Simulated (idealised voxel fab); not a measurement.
process module | voxel transistor to metal
cross-section cut | 200 nm wide | cells 5 nm
A cross-section is a grid of square cells, given in bands from the top down. A band is one or more rows of cells.
Each band's line starts with the height of the band's top and of its bottom, in nm. Then come its materials from left to right, each with its width in nm. One material with "throughout" fills the band from edge to edge. "air" is empty space.
Height 0 is the level under which the wafer as received is all one material. The lowest band goes on downwards, as in "0 down".
A width such as "30 to 40" changes by the same amount from each row of cells to the next, from the band's top row to its bottom row.
"no change" after a step means that no cell of the cross-section changed.
closed voids: empty space of 8 cells or more with no open way to the top, each as width x height at its distance from the left edge, in nm
after a step's settings: what the simulator itself notes on the step
overlay nm, on a step with a mask: how far to the right of its planned place the mask lay; to the left if negative
plan
1 op RECEIVE | material Si
2 op CONFORMAL_DEP | material SiO2 | thk nm 5
3 op CONFORMAL_DEP | material SiN | thk nm 15
4 op PATTERN | tone cover | mask id ACTIVE | material resist | width nm 100 | thk nm 15 | overlay nm 0
5 op DIRECTIONAL_ETCH | etch materials SiN | depth nm 15
6 op DIRECTIONAL_ETCH | etch materials SiO2 | depth nm 5
7 op DIRECTIONAL_ETCH | etch materials Si | depth nm 35
8 op STRIP | etch materials resist
9 op FILL_DEP | material SiO2 | thk nm 15
10 op CMP | height nm 20
11 op SELECTIVE_ETCH | etch materials SiO2 | depth nm 5
12 op STRIP | etch materials SiN
13 op SELECTIVE_ETCH | etch materials SiO2 | depth nm 5
14 op OXIDIZE | depth nm 5
15 op DIRECTIONAL_DEP | material polySi | thk nm 30
16 op DIRECTIONAL_DEP | material SiCN | thk nm 10
17 op PATTERN | tone cover | mask id GATE | material resist | width nm 20 | thk nm 15 | overlay nm 0
18 op DIRECTIONAL_ETCH | etch materials SiCN | depth nm 20
19 op DIRECTIONAL_ETCH | etch materials polySi | depth nm 40
20 op STRIP | etch materials resist
21 op CONFORMAL_DEP | material SiO2 | thk nm 5
22 op DIRECTIONAL_ETCH | etch materials SiO2 | depth nm 5
23 op CONFORMAL_DEP | material SiN | thk nm 5
24 op DIRECTIONAL_ETCH | etch materials SiN | depth nm 5
25 op DIRECTIONAL_ETCH | etch materials SiO2 | depth nm 5
26 op DIRECTIONAL_ETCH | etch materials Si | depth nm 15
27 op EPI | material SiGe | thk nm 15
28 op FILL_DEP | material SiO2 | thk nm 5
29 op CMP | height nm 40
30 op DIRECTIONAL_DEP | material SiO2 | thk nm 15
31 op MASKED_ETCH | tone open | mask id CONTACT | width nm 20 | pitch nm 70 | etch materials SiO2 | depth nm 45 | overlay nm 0
32 op CONFORMAL_DEP | material TiN | thk nm 5
33 op FILL_DEP | material W | thk nm 10
34 op CMP | height nm 55
35 op DIRECTIONAL_DEP | material TiN | thk nm 5
36 op DIRECTIONAL_DEP | material Ru | thk nm 20
37 op DIRECTIONAL_DEP | material aC | thk nm 15
38 op PATTERN | tone cover | mask id METAL_1 | material resist | width nm 20 | pitch nm 70 | thk nm 30 | overlay nm 0
39 op DIRECTIONAL_ETCH | etch materials aC | depth nm 15
40 op STRIP | etch materials resist
41 op DIRECTIONAL_ETCH | etch materials Ru | depth nm 20
42 op DIRECTIONAL_ETCH | etch materials TiN | depth nm 5
43 op STRIP | etch materials aC
44 op FILL_DEP | material lowk | thk nm 10
45 op CMP | height nm 80
46 op CONFORMAL_DEP | material SiCN | thk nm 5
47 op DIRECTIONAL_DEP | material SiO2 | thk nm 30
48 op PATTERN | tone open | mask id METAL_2_HOLES | material resist | width nm 15 | pitch nm 70 | thk nm 20 | overlay nm 0
49 op DIRECTIONAL_ETCH | etch materials SiO2 | depth nm 30
50 op STRIP | etch materials resist
51 op DIRECTIONAL_DEP | material aC | thk nm 15
52 op PATTERN | tone open | mask id METAL_2 | material resist | width nm 20 | pitch nm 70 | thk nm 30 | overlay nm 0
53 op DIRECTIONAL_ETCH | etch materials aC | depth nm 15
54 op STRIP | etch materials resist
55 op DIRECTIONAL_ETCH | etch materials SiO2 | depth nm 15
56 op DIRECTIONAL_ETCH | etch materials SiCN | depth nm 5
57 op STRIP | etch materials aC
58 op CONFORMAL_DEP | material TiN | thk nm 5
59 op FILL_DEP | material Cu | thk nm 10
60 op CMP | height nm 115
61 op CONFORMAL_DEP | material SiN | thk nm 5
as received, after step 1
  0 down: Si throughout
  closed voids: none
a wafer at the end: this start, this plan, one mistake
  135 to 130: SiN throughout
  130 to 120: Cu throughout
  120 to 115: TiN 60 | Cu 10 | TiN 60 | Cu 10 | TiN 60
  115 to 105: SiO2 55 | TiN 5 | Cu 10 | TiN 5 | SiO2 50 | TiN 5 | Cu 10 | TiN 5 | SiO2 55
  105 to 100: SiO2 55 | TiN 5 | Cu 5 | TiN 10 | SiO2 50 | TiN 5 | Cu 5 | TiN 10 | SiO2 55
  100 to 85: SiO2 55 | TiN 5 | Cu 5 | TiN 5 | SiO2 55 | TiN 5 | Cu 5 | TiN 5 | SiO2 60
  85 to 80: SiCN 55 | TiN 15 | SiCN 55 | TiN 15 | SiCN 60
  80 to 60: lowk 55 | Ru 20 | lowk 50 | Ru 20 | lowk 55
  60 to 55: lowk 55 | TiN 20 | lowk 50 | TiN 20 | lowk 55
  55 to 40: SiO2 55 | TiN 5 | W 10 | TiN 5 | SiO2 50 | TiN 5 | W 10 | TiN 5 | SiO2 55
  40 to 30: SiO2 55 | TiN 5 | W 10 | TiN 5 | SiO2 5 | SiN 5 | SiO2 5 | SiCN 20 | SiO2 5 | SiN 5 | SiO2 5 | TiN 5 | W 10 | TiN 5 | SiO2 55
  30 to 15: SiO2 55 | TiN 5 | W 10 | TiN 5 | SiO2 5 | SiN 5 | SiO2 5 | polySi 20 | SiO2 5 | SiN 5 | SiO2 5 | TiN 5 | W 10 | TiN 5 | SiO2 55
  15 to 10: SiO2 55 | TiN 20 | SiO2 5 | SiN 5 | SiO2 5 | polySi 20 | SiO2 5 | SiN 5 | SiO2 5 | TiN 20 | SiO2 55
  10 to 0: SiO2 50 | SiN 5 | SiGe 25 | SiN 5 | SiO2 5 | polySi 20 | SiO2 5 | SiN 5 | SiGe 25 | SiN 5 | SiO2 50
  0 to -5: SiO2 55 | SiGe 25 | SiO2 40 | SiGe 25 | SiO2 55
  -5 to -20: SiO2 50 | Si 5 | SiGe 25 | Si 40 | SiGe 25 | Si 5 | SiO2 50
  -20 to -35: SiO2 50 | Si 100 | SiO2 50
  -35 down: Si throughout
  closed voids: none
what went wrong: step 60 was left out
